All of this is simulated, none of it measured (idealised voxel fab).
process module | voxel plated lines
Displayed cross-section: cut, width of 235 nm, square cells sized 5 nm.
Notation: cross-section as square-cell grid; stated in bands, top first, going down; one or more cell rows per band. Heads up on the band format: heights come first, top then bottom, in nm. After that it's the materials left to right, each with its width in nm. A single material flagged "everywhere" fills the whole band edge to edge, and "empty" means there's empty space there. The level at which height equals 0 is the one under which the wafer, as it arrives, is entirely one material. No lower edge exists for the bottom band, which continues downward and is notated as in "0..down". You'd read "30..40" like this: the band's top row of cells is as wide as the first number, its bottom row is as wide as the second, and going down, every row changes width by the same amount as the row before did. A step reported as "remained the same" is a step in which no cell of the cross-section changed. "Closed void catalog" enumerates empty spaces isolated from the top, with no open way to it, that contain at least 8 cells, giving each as width x height at distance from the left edge, all three in nm. Formally, on a step line, whatever follows the settings is a remark that the simulator itself makes on the step. You can add "overlay nm" to a step's line. For a step with a mask, it describes how far the mask lay to the right of its planned position, and a negative number describes a lay to the left.
### The planned process steps are enumerated hereunder
1) RECEIVE [material Si]
2) CONFORMAL_DEP [material Al2O3] [thk nm 5]
3) DIRECTIONAL_DEP [material TiN] [thk nm 5]
4) PATTERN [tone open] [mask id LINES] [material resist] [width nm 25] [pitch nm 55] [thk nm 30] [overlay nm 0]
5) EPI [material Ru] [thk nm 5]
6) EPI [material Ru] [thk nm 5]
7) STRIP [etch materials resist]
8) DIRECTIONAL_ETCH [etch materials TiN] [depth nm 5]
9) CONFORMAL_DEP [material SiN] [thk nm 10]
### Cross-section of the wafer as it came to us, i.e., already through step 1
    0..down | Si everywhere
    Closed void catalog: none
### Module complete, cross-section. Starting point and plan per above. One mistake made in running the module
    30..20 | 5 of empty  45 of SiN  10 of empty  45 of SiN  10 of empty  45 of SiN  10 of empty  45 of SiN  20 of empty
    20..15 | 5 of empty  10 of SiN  25 of Ru  10 of SiN  10 of empty  10 of SiN  25 of Ru  10 of SiN  10 of empty  10 of SiN  25 of Ru  10 of SiN  10 of empty  10 of SiN  25 of Ru  10 of SiN  20 of empty
    15..10 | 15 of SiN  25 of Ru  30 of SiN  25 of Ru  30 of SiN  25 of Ru  30 of SiN  25 of Ru  30 of SiN
    10..5 | 15 of SiN  25 of TiN  30 of SiN  25 of TiN  30 of SiN  25 of TiN  30 of SiN  25 of TiN  30 of SiN
    5..0 | Al2O3 everywhere
    0..down | Si everywhere
    Closed void catalog: none
Deviation noted in wafer processing: step 4 was not run as planned; what actually ran was PATTERN [tone open] [mask id LINES] [material resist] [width nm 25] [pitch nm 55] [thk nm 30] [overlay nm -5]
